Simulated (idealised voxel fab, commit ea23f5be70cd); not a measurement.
This is a process module. Its name is voxel self aligned vias.
185 nm wide, 5 nm square cells: that's cross-section cut.
This document writes a cross-section as a grid whose cells are square, and gives it as bands, listed from the top down; one or more rows of cells form a band.
Heights first: top, then bottom, in nm. Then materials, left to right, each with a width in nm. "edge to edge" on a single material: fills the band edge to edge. "blank": empty space.
Zero point of the height axis is 0; under it, received wafer = one material. Lowest band: continues down indefinitely, "from 0 down".
Top row gets the first number, bottom row gets the second, and each row in between changes by the same step: that is how a band width like "30..40" works.
Basically "no modifications" means that step didn't change any cell in the cross-section.
"Unvented internal voids": empty spaces of 8 cells or more with no open way to the top, each given as width x height at distance, distance from the left edge, all in nm.
Post-settings text on a step line: simulator's own remark regarding the step.
overlay nm: on a step with a mask, how far right of its planned place the mask lay; negative means left.
Steps in the process plan:
step 1: RECEIVE, material Si
step 2: CONFORMAL_DEP, material SiO2, thk nm 10
step 3: CONFORMAL_DEP, material SiCN, thk nm 5
step 4: DIRECTIONAL_DEP, material SiO2, thk nm 25
step 5: MASKED_ETCH, tone open, mask id LINES, width nm 20, pitch nm 70, etch materials SiO2, depth nm 25, overlay nm 0
step 6: CONFORMAL_DEP, material TiN, thk nm 5
step 7: FILL_DEP, material Ru, thk nm 10
step 8: CMP, height nm 40
step 9: SELECTIVE_ETCH, etch materials W Ru TiN, depth nm 10
step 10: FILL_DEP, material SiN, thk nm 10
step 11: CMP, height nm 40
step 12: DIRECTIONAL_DEP, material SiO2, thk nm 5
step 13: DIRECTIONAL_DEP, material aC, thk nm 10
step 14: PATTERN, tone open, mask id VIAS, material resist, width nm 40, pitch nm 70, thk nm 25, overlay nm 0
step 15: DIRECTIONAL_ETCH, etch materials aC, depth nm 10
step 16: STRIP, etch materials resist
step 17: DIRECTIONAL_ETCH, etch materials SiO2, depth nm 15
step 18: DIRECTIONAL_ETCH, etch materials SiN, depth nm 10
step 19: STRIP, etch materials aC
step 20: CONFORMAL_DEP, material TiN, thk nm 5
step 21: FILL_DEP, material Ru, thk nm 5
step 22: CMP, height nm 55
step 23: CONFORMAL_DEP, material SiN, thk nm 5
Same starting wafers, different thk nm at step 12. Plan value belongs to the first wafer.
Cross-section: the first of several wafers in its as-received state, i.e. following step 1:
  from 0 down = Si edge to edge
  Unvented internal voids: none
Heads up, this table goes wafer by wafer. A row tells you, at the end of the module, how many cells of each material that wafer has put on (+) or dropped (-) since it was received, and then its closed voids:
thk nm 5 | +81 Ru | +37 SiCN | +37 SiN | +224 SiO2 | +65 TiN | Unvented internal voids: none
thk nm 10 | +48 Ru | +37 SiCN | +37 SiN | +253 SiO2 | +69 TiN | Unvented internal voids: none
thk nm 15 | +40 Ru | +37 SiCN | +37 SiN | +282 SiO2 | +48 TiN | Unvented internal voids: none
thk nm 20 | +20 Ru | +37 SiCN | +53 SiN | +298 SiO2 | +36 TiN | Unvented internal voids: none
thk nm 25 | +8 Ru | +37 SiCN | +53 SiN | +314 SiO2 | +32 TiN | Unvented internal voids: none
thk nm 30 | +8 Ru | +37 SiCN | +53 SiN | +330 SiO2 | +16 TiN | Unvented internal voids: none
